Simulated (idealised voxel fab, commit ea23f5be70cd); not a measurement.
Process module heading - voxel capacitor over wiring
This is section cut - it's 225 nm across, gridded in 5 nm square cells.
For the purposes of this document, a cross-section shall be understood as a grid of square cells, specified as bands listed in top-to-bottom order, each band consisting of one or more rows of cells.
Band entry format. Leading values: height of top, height of bottom, nm. Remainder: materials in left-to-right order, each with its width in nm. Special words: "everywhere" on a single material, which then fills the band edge to edge; "air", empty space.
All heights in this document are referenced to 0, defined as the level beneath which the wafer, as received, consists entirely of one material. The lowest band is not bounded below; it extends indefinitely downward and is written in the form "0 and below".
The notation "30->40" denotes a width that varies across the rows of cells in the band, beginning at the first number in the top row, finishing at the second number in the bottom row, and changing by an identical amount from each row to the next.
What does "nothing was modified" mean for a step? It means no cell of the cross-section changed in that step.
The entry titled "Enclosed internal voids" provides the empty spaces that have no open way to the top, restricted to those of 8 cells or more. Each is presented as width x height at distance, the distance being measured from the left edge, with all three in nm.
Post-settings text on a step line: simulator's own remark regarding the step.
Each step line may optionally specify "overlay nm", which for a step with a mask gives the rightward distance between the mask's planned place and where it lay, a negative value indicating the leftward direction.
### Process steps (planned)
1. RECEIVE: material Si
2. CONFORMAL_DEP: material SiO2, thk nm 15
3. CONFORMAL_DEP: material SiN, thk nm 5
4. DIRECTIONAL_DEP: material SiO2, thk nm 25
5. DIRECTIONAL_DEP: material aC, thk nm 10
6. PATTERN: tone open, mask id METAL_1, material resist, width nm 25, pitch nm 85, thk nm 30, overlay nm 0
7. DIRECTIONAL_ETCH: etch materials aC, depth nm 10
8. STRIP: etch materials resist
9. DIRECTIONAL_ETCH: etch materials SiO2, depth nm 25
10. DIRECTIONAL_ETCH: etch materials SiN, depth nm 5
11. STRIP: etch materials aC
12. CONFORMAL_DEP: material TiN, thk nm 5
13. FILL_DEP: material Ru, thk nm 5
14. CMP: height nm 45
15. EPI: material Ru, thk nm 5
16. FILL_DEP: material SiCN, thk nm 5
17. DIRECTIONAL_DEP: material SiO2, thk nm 15
18. MASKED_ETCH: tone open, mask id PLUG_1, width nm 15, etch materials SiO2, depth nm 15, overlay nm 0
19. MASKED_ETCH: tone open, mask id PLUG_1, width nm 15, etch materials SiCN, depth nm 5, overlay nm 0
20. CONFORMAL_DEP: material TiN, thk nm 5
21. FILL_DEP: material W, thk nm 10
22. CMP: height nm 70
23. DIRECTIONAL_DEP: material TiN, thk nm 10
24. DIRECTIONAL_DEP: material Al2O3, thk nm 5
25. DIRECTIONAL_DEP: material TiN, thk nm 10
26. PATTERN: tone cover, mask id UPPER_PLATE, material resist, width nm 65, thk nm 15, overlay nm 0
27. DIRECTIONAL_ETCH: etch materials TiN, depth nm 10
28. DIRECTIONAL_ETCH: etch materials Al2O3, depth nm 5
29. STRIP: etch materials resist
30. DIRECTIONAL_DEP: material aC, thk nm 15
31. PATTERN: tone cover, mask id LOWER_PLATE, material resist, width nm 75, thk nm 30, overlay nm 0
32. DIRECTIONAL_ETCH: etch materials aC, depth nm 15
33. STRIP: etch materials resist
34. DIRECTIONAL_ETCH: etch materials TiN, depth nm 10
35. STRIP: etch materials aC
36. FILL_DEP: material SiO2, thk nm 15
37. CMP: height nm 105
38. PATTERN: tone open, mask id PLUG_2, material resist, width nm 15, thk nm 20, overlay nm 0
39. DIRECTIONAL_ETCH: etch materials SiO2, depth nm 10
40. STRIP: etch materials resist
41. CONFORMAL_DEP: material TiN, thk nm 5
42. FILL_DEP: material Cu, thk nm 10
43. CMP: height nm 105
44. CONFORMAL_DEP: material SiCN, thk nm 5
### Wafer cross-section on receipt, i.e. after step 1
* 0 and below = Si everywhere
* Enclosed internal voids: none
### Result of the module, cross-sectioned: start per above, plan per above, one error in how it was run
* 110 down to 105 = SiCN everywhere
* 105 down to 100 = SiO2 75, TiN 5, Cu 5, TiN 5, SiO2 135
* 100 down to 95 = SiO2 75, TiN 15, SiO2 135
* 95 down to 85 = SiO2 65, TiN 65, SiO2 95
* 85 down to 75 = SiO2 60, TiN 75, SiO2 90
* 75 down to 70 = Al2O3 everywhere
* 70 down to 55 = SiO2 65, TiN 5, W 5, TiN 5, SiO2 145
* 55 down to 50 = SiCN 65, TiN 15, SiCN 145
* 50 down to 45 = SiCN 50, Ru 35, SiCN 50, Ru 35, SiCN 55
* 45 down to 20 = SiO2 55, TiN 5, Ru 15, TiN 5, SiO2 60, TiN 5, Ru 15, TiN 5, SiO2 60
* 20 down to 15 = SiN 55, TiN 25, SiN 60, TiN 25, SiN 60
* 15 down to 0 = SiO2 everywhere
* 0 and below = Si everywhere
* Enclosed internal voids: none
Deviation from plan: contrary to the plan, steps 23 and 24 were processed in exchanged order
